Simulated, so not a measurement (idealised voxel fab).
process module | voxel quadruple lines
cross-section cut | 215 nm wide | cells 5 nm
A cross-section is a grid of square cells, given in bands from the top down. A band is one or more rows of cells.
Each band's line starts with the height of the band's top and of its bottom, in nm. Then come its materials from left to right, each with its width in nm. One material with "throughout" fills the band from edge to edge. "air" is empty space.
Height 0 is the level under which the wafer as received is all one material. The lowest band goes on downwards, as in "0 down".
A width such as "30 to 40" changes by the same amount from each row of cells to the next, from the band's top row to its bottom row.
"no change" after a step means that no cell of the cross-section changed.
closed voids: empty space of 8 cells or more with no open way to the top, each as width x height at its distance from the left edge, in nm
after a step's settings: what the simulator itself notes on the step
overlay nm, on a step with a mask: how far to the right of its planned place the mask lay; to the left if negative
plan
1 op RECEIVE | material Si
2 op CONFORMAL_DEP | material SiO2 | thk nm 5
3 op DIRECTIONAL_DEP | material TiN | thk nm 15
4 op DIRECTIONAL_DEP | material polySi | thk nm 15
5 op DIRECTIONAL_DEP | material aC | thk nm 25
6 op PATTERN | tone cover | mask id MANDREL | material resist | width nm 35 | thk nm 35 | overlay nm 0
7 op DIRECTIONAL_ETCH | etch materials aC | depth nm 25
8 op STRIP | etch materials resist
9 op CONFORMAL_DEP | material SiO2 | thk nm 15
10 op DIRECTIONAL_ETCH | etch materials SiO2 | depth nm 15
11 op STRIP | etch materials aC
12 op DIRECTIONAL_ETCH | etch materials polySi | depth nm 15
13 op STRIP | etch materials SiO2
14 op CONFORMAL_DEP | material SiCN | thk nm 5
15 op DIRECTIONAL_ETCH | etch materials SiCN | depth nm 10
16 op STRIP | etch materials polySi
17 op DIRECTIONAL_ETCH | etch materials TiN | depth nm 15
18 op STRIP | etch materials SiCN
19 op FILL_DEP | material lowk | thk nm 10
20 op CMP | height nm 20
varied across the wafers: thk nm of step 14. The plan shows the first wafer's value. All wafers start alike
first wafer as received, after step 1
  0 down: Si throughout
  closed voids: none
each wafer at the end: cells of each material gained (+) or lost (-) since it was received, then its closed voids
thk nm 5 | +43 SiO2 | +12 TiN | +117 lowk | closed voids: none
thk nm 10 | +43 SiO2 | +24 TiN | +105 lowk | closed voids: none
thk nm 15 | +43 SiO2 | +129 TiN | closed voids: none
thk nm 20 | +43 SiO2 | +129 TiN | closed voids: none
thk nm 25 | +43 SiO2 | +129 TiN | closed voids: none
